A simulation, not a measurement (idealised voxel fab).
The following is a process module called voxel ribs on slabs.
In the cross-section labelled cut, the width is 285 nm and each square cell is 5 nm.
A cross-section is a grid of square cells, given in bands from the top down. A band is one or more rows of cells.
Per band: top height and bottom height in nm, followed by the left-to-right materials and their widths in nm; "all across" marks a single material spanning edge to edge, "air" marks empty space.
Below 0: as-received wafer, all one material; heights counted from there. Lowest band: no bottom, goes on down, written "top 0, no bottom".
The width entry "30->40" should be interpreted row by row: the top row of cells in the band takes the first number, the bottom row takes the second number, and the change between adjacent rows is uniform throughout.
What does "changes: none" mean for a step? It means no cell of the cross-section changed in that step.
"Enclosed cavities" lists enclosed empty spaces (at least 8 cells, no open path upward to the top), each as width x height at distance from the left edge, in nm.
Anything after a step's settings on that line? It's the simulator's own note about the step.
On any step carrying a mask, the "overlay nm" setting, if present on the step's line, tells how far right of its planned place the mask lay; negative values point to the left.
plan:
1) RECEIVE with material Si
2) DIRECTIONAL_DEP with material SiO2, thk nm 30
3) DIRECTIONAL_DEP with material SiN, thk nm 5
4) PATTERN with tone cover, mask id RIB, material resist, width nm 25, thk nm 20, overlay nm 0
5) DIRECTIONAL_ETCH with etch materials SiN, depth nm 5
6) STRIP with etch materials resist
7) MASKED_ETCH with tone cover, mask id SLAB, width nm 55, etch materials SiN, depth nm 10, overlay nm 0
8) FILL_DEP with material SiO2, thk nm 20
9) CMP with height nm 55
10) DIRECTIONAL_DEP with material W, thk nm 10
11) MASKED_ETCH with tone cover, mask id HEATER, width nm 35, etch materials W, depth nm 10, overlay nm 0
12) CONFORMAL_DEP with material SiO2, thk nm 5
What sets these wafers apart? The thk nm at step 3. They all start alike, and the plan carries the first wafer's value.
After step 1, as received: first of several wafers, cross-section:
> top 0, no bottom = Si all across
> Enclosed cavities: none
Row per wafer, end-of-module: cell gain (+)/loss (-) by material since the wafer came in, then closed voids:
thk nm 5, +5 SiN, +683 SiO2, +14 W, Enclosed cavities: none
thk nm 10, +16 SiN, +672 SiO2, +14 W, Enclosed cavities: none
thk nm 15, +27 SiN, +661 SiO2, +14 W, Enclosed cavities: none
thk nm 20, +84 SiN, +604 SiO2, +14 W, Enclosed cavities: none
thk nm 25, +141 SiN, +547 SiO2, +14 W, Enclosed cavities: none
thk nm 30, +193 SiN, +495 SiO2, +14 W, Enclosed cavities: none
